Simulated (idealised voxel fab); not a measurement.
The following is a process module called voxel air gaps.
The figure presents cross-section cut, which has a width of 210 nm and is divided into square cells with an edge length of 5 nm.
This document writes a cross-section as a grid whose cells are square, and gives it as bands, listed from the top down; one or more rows of cells form a band.
This entry defines a band. It first specifies the height of the band's top and the height of its bottom in nm, and then specifies the band's materials from left to right, stating each material with its width in nm. The word "all across" identifies a single material that fills the band from edge to edge, while the word "air" identifies empty space.
Heights from 0 (as-received wafer is one material below). Bottom band endless downward, as "top 0, no bottom".
The expression "30..40" gives the width at the extremes of the band, the first number at its top row of cells and the second at its bottom row, with the width changing by equal amounts from each row to the next in between.
For the purposes of this document, the phrase "no alterations made" attached to a step denotes that no cell within the cross-section was modified by that step.
The list in "Non-vented voids" covers empty spaces of 8 cells or more that cannot reach the top through any open way, and it gives each as width x height at distance; the distance is from the left edge, and width, height and distance are in nm.
On each step's line, the part that comes after the settings is the simulator's own comment on the step.
"overlay nm" on a masked step: distance the mask lay right of its planned place, negative for left.
LISTED BELOW ARE THE PROCESS STEPS AS PLANNED
step 1: RECEIVE,material Si
step 2: CONFORMAL_DEP,material SiO2,thk nm 10
step 3: CONFORMAL_DEP,material SiCN,thk nm 5
step 4: DIRECTIONAL_DEP,material lowk,thk nm 35
step 5: MASKED_ETCH,tone open,mask id LINES,width nm 20,pitch nm 50,etch materials lowk,depth nm 35,overlay nm 0
step 6: CONFORMAL_DEP,material TiN,thk nm 5
step 7: FILL_DEP,material W,thk nm 5
step 8: CMP,height nm 50
step 9: EPI,material Ru,thk nm 10
step 10: SELECTIVE_ETCH,etch materials lowk,depth nm 45
step 11: CONFORMAL_DEP,material SiCN,thk nm 5
SHOWN IN CROSS-SECTION IS THE WAFER AS RECEIVED, THAT IS, AS IT STANDS AFTER STEP 1
- top 0, no bottom | Si all across
- Non-vented voids: none
CROSS-SECTIONAL RESULT AFTER MODULE COMPLETION. NOTE: STARTING CONDITION AND PLAN ARE UNCHANGED FROM ABOVE; ONE PROCESSING MISTAKE WAS MADE
- top 65, bottom 60 | air 10 | SiCN 200
- top 60, bottom 50 | air 10 | SiCN 5 | Ru 40 | SiCN 10 | Ru 40 | SiCN 10 | Ru 40 | SiCN 10 | Ru 40 | SiCN 5
- top 50, bottom 45 | air 10 | SiCN 15 | TiN 5 | W 10 | TiN 5 | SiCN 30 | TiN 5 | W 10 | TiN 5 | SiCN 30 | TiN 5 | W 10 | TiN 5 | SiCN 30 | TiN 5 | W 10 | TiN 5 | SiCN 15
- top 45, bottom 20 | air 20 | SiCN 5 | TiN 5 | W 10 | TiN 5 | SiCN 5 | air 20 | SiCN 5 | TiN 5 | W 10 | TiN 5 | SiCN 5 | air 20 | SiCN 5 | TiN 5 | W 10 | TiN 5 | SiCN 5 | air 20 | SiCN 5 | TiN 5 | W 10 | TiN 5 | SiCN 5 | air 10
- top 20, bottom 15 | SiCN 25 | TiN 20 | SiCN 30 | TiN 20 | SiCN 30 | TiN 20 | SiCN 30 | TiN 20 | SiCN 15
- top 15, bottom 10 | SiCN all across
- top 10, bottom 0 | SiO2 all across
- top 0, no bottom | Si all across
- Non-vented voids: 20 x 25 at 50; 20 x 25 at 100; 20 x 25 at 150; 10 x 25 at 200
Plan not followed: off-plan run, step 5, actual operation and settings MASKED_ETCH,tone open,mask id LINES,width nm 20,pitch nm 50,etch materials lowk,depth nm 35,overlay nm 5
